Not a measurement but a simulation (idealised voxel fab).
Process module heading - voxel tone inversion
Each square cell in cross-section cut measures 5 nm, and the section as a whole is 165 nm wide.
For the purposes of this document, a cross-section shall be understood as a grid of square cells, specified as bands listed in top-to-bottom order, each band consisting of one or more rows of cells.
What a band's entry tells you: where the top is and where the bottom is, as heights in nm, and after that what lies inside, material by material from left to right, each with its width in nm. Empty space is written as the word "air", and a single material marked with the word "everywhere" occupies the band from edge to edge.
For the purposes of this specification, 0 denotes the height below which the wafer in its as-received condition is composed wholly of one material, and the lowermost band, lacking a lower limit, extends downward without end, as expressed in "0 down".
Per-row width for "30..40": begins at first number (top row of band), ends at second number (bottom row), increment between rows held constant.
Take "all unchanged" at face value: in the step it is given for, the cross-section changed in none of its cells.
Look at "closed voids" for the closed voids: empty spaces with no open path to the top, sized 8 cells or up. Each is width x height at distance, distance from the left edge, all nm.
It should be noted that, on the line of a given step, the content following the step's settings is a remark produced by the simulator itself with respect to that step.
On any step carrying a mask, the "overlay nm" setting, if present on the step's line, tells how far right of its planned place the mask lay; negative values point to the left.
## Steps in the process plan
- 1: RECEIVE with material Si
- 2: CONFORMAL_DEP with material SiCN, thk nm 10
- 3: DIRECTIONAL_DEP with material polySi, thk nm 15
- 4: PATTERN with tone cover, mask id POSTS, material resist, width nm 15, pitch nm 30, thk nm 20, overlay nm 0
- 5: DIRECTIONAL_ETCH with etch materials polySi, depth nm 15
- 6: STRIP with etch materials resist
- 7: FILL_DEP with material SiO2, thk nm 5
- 8: CMP with height nm 25
- 9: STRIP with etch materials polySi
## This is the cross-section of the wafer as we received it, i.e. after step 1
> 0 down: Si everywhere
> closed voids: none
## Cross-sectional view of the first of the two wafers upon completion of the module, processed in accordance with the plan
> 25 to 10: SiO2: 30 / air: 15 / SiO2: 15 / air: 15 / SiO2: 15 / air: 15 / SiO2: 15 / air: 15 / SiO2: 30
> 10 to 0: SiCN everywhere
> 0 down: Si everywhere
> closed voids: none
## second wafer at the end: like start, like plan, one mistake
> 25 to 15: SiCN everywhere
> 15 to 0: polySi everywhere
> 0 down: Si everywhere
> closed voids: none
What was the processing mistake? steps 2 and 3 traded places in the executed sequence
Heads up, by the end the second wafer has more or fewer cells of some materials compared to the first: -63 SiO2 | +99 polySi
